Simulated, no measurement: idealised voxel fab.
Process module, titled voxel self aligned vias
235 nm wide, 5 nm square cells: that's cross-section cut.
Heads up, the way a cross-section reads in here is a grid of square cells, handed over as bands from the top down, with every band being one or more rows of cells.
Within each band entry, the heights of the top and of the bottom of the band appear first, in that order and in nm; the materials of the band then follow from left to right, each with its corresponding width in nm. The designation "full width" on a single material indicates that it fills the band from edge to edge; the designation "air" indicates empty space.
Note: height 0 marks the level under which the wafer is uniformly one material as received. Lowest band unbounded below, written "0 and below".
A two-number width, for instance "30->40", indicates that the width is equal to the first number in the top row of the band and to the second number in the bottom row, and that it changes by a constant amount per row of cells.
For the purposes of this document, the phrase "all unchanged" attached to a step denotes that no cell within the cross-section was modified by that step.
In the "Trapped void list" entry, you get each enclosed empty space of 8 cells or more, one with no open way to the top, written width x height at distance, distance from the left edge, in nm.
The remark found on a step's line after its settings is issued by the simulator itself and pertains to that step.
Each step line may optionally specify "overlay nm", which for a step with a mask gives the rightward distance between the mask's planned place and where it lay, a negative value indicating the leftward direction.

Steps in the process plan
| 1 | RECEIVE [material Si] |
| 2 | CONFORMAL_DEP [material SiO2] [thk nm 10] |
| 3 | CONFORMAL_DEP [material SiCN] [thk nm 5] |
| 4 | DIRECTIONAL_DEP [material lowk] [thk nm 30] |
| 5 | DIRECTIONAL_DEP [material aC] [thk nm 10] |
| 6 | PATTERN [tone open] [mask id LINES] [material resist] [width nm 20] [pitch nm 45] [thk nm 25] [overlay nm 0] |
| 7 | DIRECTIONAL_ETCH [etch materials aC] [depth nm 10] |
| 8 | STRIP [etch materials resist] |
| 9 | DIRECTIONAL_ETCH [etch materials lowk] [depth nm 30] |
| 10 | STRIP [etch materials aC] |
| 11 | CONFORMAL_DEP [material TiN] [thk nm 5] |
| 12 | FILL_DEP [material W] [thk nm 5] |
| 13 | CMP [height nm 45] |
| 14 | SELECTIVE_ETCH [etch materials W Ru TiN] [depth nm 10] |
| 15 | FILL_DEP [material SiN] [thk nm 10] |
| 16 | CMP [height nm 45] |
| 17 | DIRECTIONAL_DEP [material lowk] [thk nm 20] |
| 18 | MASKED_ETCH [tone open] [mask id VIAS] [width nm 30] [etch materials lowk] [depth nm 20] [overlay nm 0] |
| 19 | MASKED_ETCH [tone open] [mask id VIAS] [width nm 30] [etch materials SiN] [depth nm 10] [overlay nm -15] |
| 20 | CONFORMAL_DEP [material TiN] [thk nm 5] |
| 21 | FILL_DEP [material Cu] [thk nm 5] |
| 22 | CMP [height nm 65] |
| 23 | CONFORMAL_DEP [material SiCN] [thk nm 5] |
Among the wafers covered here, the point of difference is the overlay nm at step 19; their starting state is shared, and the plan presents the value of the first wafer.

As received, i.e. after step 1: cross-section through the first of several wafers
- 0 and below: Si full width
- Trapped void list: none

The table below has one row for each wafer; a row shows, as of the end of the module, how many cells of each material the wafer has gained, marked (+), or lost, marked (-), since it was received, and then the wafer's closed voids
overlay nm -15 | +12 Cu | +94 SiCN | +12 SiN | +94 SiO2 | +36 TiN | +12 W | +398 lowk | Trapped void list: none
overlay nm -10 | +14 Cu | +94 SiCN | +10 SiN | +94 SiO2 | +36 TiN | +12 W | +398 lowk | Trapped void list: none
overlay nm -5 | +16 Cu | +94 SiCN | +8 SiN | +94 SiO2 | +36 TiN | +12 W | +398 lowk | Trapped void list: none
overlay nm 0 | +16 Cu | +94 SiCN | +8 SiN | +94 SiO2 | +36 TiN | +12 W | +398 lowk | Trapped void list: none
overlay nm 5 | +16 Cu | +94 SiCN | +8 SiN | +94 SiO2 | +36 TiN | +12 W | +398 lowk | Trapped void list: none
overlay nm 10 | +14 Cu | +94 SiCN | +10 SiN | +94 SiO2 | +36 TiN | +12 W | +398 lowk | Trapped void list: none
overlay nm 15 | +12 Cu | +94 SiCN | +12 SiN | +94 SiO2 | +36 TiN | +12 W | +398 lowk | Trapped void list: none
